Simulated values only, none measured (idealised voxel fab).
voxel transistor to metal: a process module
Pictured: cross-section cut, 200 nm wide, on a grid of 5 nm square cells.
Square cells in a grid make up a cross-section in this document, and the grid is given as bands, listed from the top down, each one or more rows of cells.
Look at the band entry: it leads with the top's height and the bottom's height in nm. Then it lists the materials left to right, with a width in nm for each. The word "edge to edge" on a single material says that material fills the band edge to edge. The word "blank" is empty space.
The level at which height equals 0 is the one under which the wafer, as it arrives, is entirely one material. No lower edge exists for the bottom band, which continues downward and is notated as in "0 and below".
A width such as "30..40" changes by the same amount from each row of cells to the next, from the band's top row to its bottom row.
It should be understood that the words "no alteration", when stated for a given step, signify that the cross-section underwent no change in any of its cells during that step.
Closed empty spaces (no open way to the top) of 8 cells or more are what "Trapped cavities" lists, each as width x height at distance from the left edge, nm for all three.
Past the settings on a step's line: simulator remark, on that step.
Among the settings permitted on a step's line is "overlay nm"; applied to a step with a mask, it specifies the extent to which the mask lay to the right of its planned position, whereas a negative figure signifies a position to the left.

[This section lists the process steps that were planned]
| 1 | RECEIVE | material Si |
| 2 | CONFORMAL_DEP | material SiO2 | thk nm 5 |
| 3 | CONFORMAL_DEP | material SiN | thk nm 15 |
| 4 | MASKED_ETCH | tone cover | mask id ACTIVE | width nm 95 | etch materials SiN | depth nm 15 | overlay nm 0 |
| 5 | MASKED_ETCH | tone cover | mask id ACTIVE | width nm 95 | etch materials SiO2 | depth nm 5 | overlay nm 0 |
| 6 | MASKED_ETCH | tone cover | mask id ACTIVE | width nm 95 | etch materials Si | depth nm 30 | overlay nm 0 |
| 7 | OXIDIZE | depth nm 5 |
| 8 | FILL_DEP | material SiO2 | thk nm 10 |
| 9 | CMP | height nm 20 |
| 10 | SELECTIVE_ETCH | etch materials SiO2 | depth nm 10 |
| 11 | STRIP | etch materials SiN |
| 12 | SELECTIVE_ETCH | etch materials SiO2 | depth nm 5 |
| 13 | OXIDIZE | depth nm 5 |
| 14 | DIRECTIONAL_DEP | material polySi | thk nm 30 |
| 15 | DIRECTIONAL_DEP | material SiCN | thk nm 15 |
| 16 | PATTERN | tone cover | mask id GATE | material resist | width nm 15 | thk nm 20 | overlay nm 0 |
| 17 | DIRECTIONAL_ETCH | etch materials SiCN | depth nm 25 |
| 18 | DIRECTIONAL_ETCH | etch materials polySi | depth nm 40 |
| 19 | STRIP | etch materials resist |
| 20 | CONFORMAL_DEP | material SiO2 | thk nm 5 |
| 21 | DIRECTIONAL_ETCH | etch materials SiO2 | depth nm 5 |
| 22 | CONFORMAL_DEP | material SiN | thk nm 5 |
| 23 | DIRECTIONAL_ETCH | etch materials SiN | depth nm 5 |
| 24 | DIRECTIONAL_ETCH | etch materials SiO2 | depth nm 5 |
| 25 | DIRECTIONAL_ETCH | etch materials Si | depth nm 15 |
| 26 | EPI | material pSi | thk nm 20 |
| 27 | FILL_DEP | material SiO2 | thk nm 5 |
| 28 | CMP | height nm 45 |
| 29 | DIRECTIONAL_DEP | material SiO2 | thk nm 10 |
| 30 | PATTERN | tone open | mask id CONTACT | material resist | width nm 20 | pitch nm 65 | thk nm 20 | overlay nm 0 |
| 31 | DIRECTIONAL_ETCH | etch materials SiO2 | depth nm 55 |
| 32 | STRIP | etch materials resist |
| 33 | CONFORMAL_DEP | material TiN | thk nm 5 |
| 34 | FILL_DEP | material Ru | thk nm 5 |
| 35 | CMP | height nm 55 |
| 36 | DIRECTIONAL_DEP | material TiN | thk nm 5 |
| 37 | DIRECTIONAL_DEP | material W | thk nm 25 |
| 38 | MASKED_ETCH | tone cover | mask id METAL_1 | width nm 20 | pitch nm 65 | etch materials W | depth nm 25 | overlay nm 0 |
| 39 | MASKED_ETCH | tone cover | mask id METAL_1 | width nm 20 | pitch nm 65 | etch materials TiN | depth nm 5 | overlay nm 0 |
| 40 | CONFORMAL_DEP | material SiCN | thk nm 5 |
| 41 | FILL_DEP | material lowk | thk nm 5 |
| 42 | CMP | height nm 85 |
| 43 | CONFORMAL_DEP | material SiCN | thk nm 5 |
| 44 | DIRECTIONAL_DEP | material SiO2 | thk nm 35 |
| 45 | MASKED_ETCH | tone open | mask id METAL_2 | width nm 20 | pitch nm 65 | etch materials SiO2 | depth nm 20 | overlay nm 0 |
| 46 | MASKED_ETCH | tone open | mask id METAL_2_HOLES | width nm 15 | pitch nm 65 | etch materials SiO2 | depth nm 15 | overlay nm 0 |
| 47 | MASKED_ETCH | tone open | mask id METAL_2_HOLES | width nm 15 | pitch nm 65 | etch materials SiCN | depth nm 5 | overlay nm 0 |
| 48 | CONFORMAL_DEP | material TiN | thk nm 5 |
| 49 | FILL_DEP | material Cu | thk nm 5 |
| 50 | CMP | height nm 125 |
| 51 | CONFORMAL_DEP | material SiN | thk nm 5 |

[The cross-section here shows the wafer as received, i.e. in its state after step 1]
* 0 and below = Si edge to edge
* Trapped cavities: none

[Wafer cross-section at module end: first of two, run to plan]
* 130 down to 125 = SiN edge to edge
* 125 down to 110 = 55 of SiO2; 5 of TiN; 10 of Cu; 5 of TiN; 45 of SiO2; 5 of TiN; 10 of Cu; 5 of TiN; 60 of SiO2
* 110 down to 105 = 55 of SiO2; 5 of TiN; 5 of Cu; 10 of TiN; 45 of SiO2; 5 of TiN; 5 of Cu; 10 of TiN; 60 of SiO2
* 105 down to 90 = 55 of SiO2; 5 of TiN; 5 of Cu; 5 of TiN; 50 of SiO2; 5 of TiN; 5 of Cu; 5 of TiN; 65 of SiO2
* 90 down to 85 = 55 of SiCN; 15 of TiN; 50 of SiCN; 15 of TiN; 65 of SiCN
* 85 down to 60 = 50 of lowk; 5 of SiCN; 20 of W; 5 of SiCN; 35 of lowk; 5 of SiCN; 20 of W; 5 of SiCN; 55 of lowk
* 60 down to 55 = 55 of SiCN; 20 of TiN; 45 of SiCN; 20 of TiN; 60 of SiCN
* 55 down to 45 = 55 of SiO2; 5 of TiN; 10 of Ru; 5 of TiN; 45 of SiO2; 5 of TiN; 10 of Ru; 5 of TiN; 60 of SiO2
* 45 down to 30 = 55 of SiO2; 5 of TiN; 10 of Ru; 5 of TiN; 5 of SiO2; 5 of SiN; 5 of SiO2; 15 of SiCN; 5 of SiO2; 5 of SiN; 5 of SiO2; 5 of TiN; 10 of Ru; 5 of TiN; 60 of SiO2
* 30 down to 20 = 55 of SiO2; 5 of TiN; 10 of Ru; 5 of TiN; 5 of SiO2; 5 of SiN; 5 of SiO2; 15 of polySi; 5 of SiO2; 5 of SiN; 5 of SiO2; 5 of TiN; 10 of Ru; 5 of TiN; 60 of SiO2
* 20 down to 15 = 55 of SiO2; 20 of TiN; 5 of SiO2; 5 of SiN; 5 of SiO2; 15 of polySi; 5 of SiO2; 5 of SiN; 5 of SiO2; 20 of TiN; 60 of SiO2
* 15 down to 5 = 55 of SiO2; 5 of TiN; 20 of pSi; 5 of SiN; 5 of SiO2; 15 of polySi; 5 of SiO2; 5 of SiN; 20 of pSi; 5 of TiN; 60 of SiO2
* 5 down to 0 = 50 of SiO2; 5 of SiN; 5 of TiN; 20 of pSi; 5 of SiN; 5 of SiO2; 15 of polySi; 5 of SiO2; 5 of SiN; 20 of pSi; 5 of TiN; 5 of SiN; 55 of SiO2
* 0 down to -5 = 55 of SiO2; 25 of pSi; 35 of SiO2; 25 of pSi; 60 of SiO2
* -5 down to -20 = 55 of SiO2; 25 of pSi; 35 of Si; 25 of pSi; 60 of SiO2
* -20 down to -35 = 55 of SiO2; 85 of Si; 60 of SiO2
* -35 and below = Si edge to edge
* Trapped cavities: none

[Cross-section of the latter of the two wafers at module completion. It had an identical start and an identical plan to the former; in running it, one mistake was made]
* 130 down to 125 = SiN edge to edge
* 125 down to 110 = 55 of SiO2; 5 of TiN; 10 of Cu; 5 of TiN; 45 of SiO2; 5 of TiN; 10 of Cu; 5 of TiN; 60 of SiO2
* 110 down to 105 = 55 of SiO2; 5 of TiN; 5 of Cu; 10 of TiN; 45 of SiO2; 5 of TiN; 5 of Cu; 10 of TiN; 60 of SiO2
* 105 down to 90 = 55 of SiO2; 5 of TiN; 5 of Cu; 5 of TiN; 50 of SiO2; 5 of TiN; 5 of Cu; 5 of TiN; 65 of SiO2
* 90 down to 85 = 55 of SiCN; 15 of TiN; 50 of SiCN; 15 of TiN; 65 of SiCN
* 85 down to 60 = 50 of lowk; 5 of SiCN; 20 of W; 5 of SiCN; 35 of lowk; 5 of SiCN; 20 of W; 5 of SiCN; 55 of lowk
* 60 down to 55 = 55 of SiCN; 20 of TiN; 45 of SiCN; 20 of TiN; 60 of SiCN
* 55 down to 45 = 55 of SiO2; 5 of TiN; 10 of Ru; 5 of TiN; 45 of SiO2; 5 of TiN; 10 of Ru; 5 of TiN; 60 of SiO2
* 45 down to 30 = 55 of SiO2; 5 of TiN; 10 of Ru; 5 of TiN; 5 of SiO2; 5 of SiN; 5 of SiO2; 15 of SiCN; 5 of SiO2; 5 of SiN; 5 of SiO2; 5 of TiN; 10 of Ru; 5 of TiN; 60 of SiO2
* 30 down to 20 = 55 of SiO2; 5 of TiN; 10 of Ru; 5 of TiN; 5 of SiO2; 5 of SiN; 5 of SiO2; 15 of polySi; 5 of SiO2; 5 of SiN; 5 of SiO2; 5 of TiN; 10 of Ru; 5 of TiN; 60 of SiO2
* 20 down to 15 = 55 of SiO2; 20 of TiN; 5 of SiO2; 5 of SiN; 5 of SiO2; 15 of polySi; 5 of SiO2; 5 of SiN; 5 of SiO2; 20 of TiN; 60 of SiO2
* 15 down to 5 = 55 of SiO2; 5 of TiN; 20 of pSi; 5 of SiN; 5 of SiO2; 15 of polySi; 5 of SiO2; 5 of SiN; 20 of pSi; 5 of TiN; 60 of SiO2
* 5 down to 0 = 50 of SiO2; 5 of SiN; 5 of TiN; 20 of pSi; 5 of SiN; 5 of SiO2; 15 of polySi; 5 of SiO2; 5 of SiN; 20 of pSi; 5 of TiN; 5 of SiN; 55 of SiO2
* 0 down to -5 = 55 of SiO2; 25 of pSi; 35 of SiO2; 25 of pSi; 60 of SiO2
* -5 down to -20 = 55 of SiO2; 25 of pSi; 35 of Si; 25 of pSi; 60 of SiO2
* -20 down to -65 = 55 of SiO2; 85 of Si; 60 of SiO2
* -65 and below = Si edge to edge
* Trapped cavities: none
What broke from the plan during processing? step 6 from the plan got run twice
Final wafer comparison in cells, second versus first, more or fewer per material: Si -138; SiO2 +138
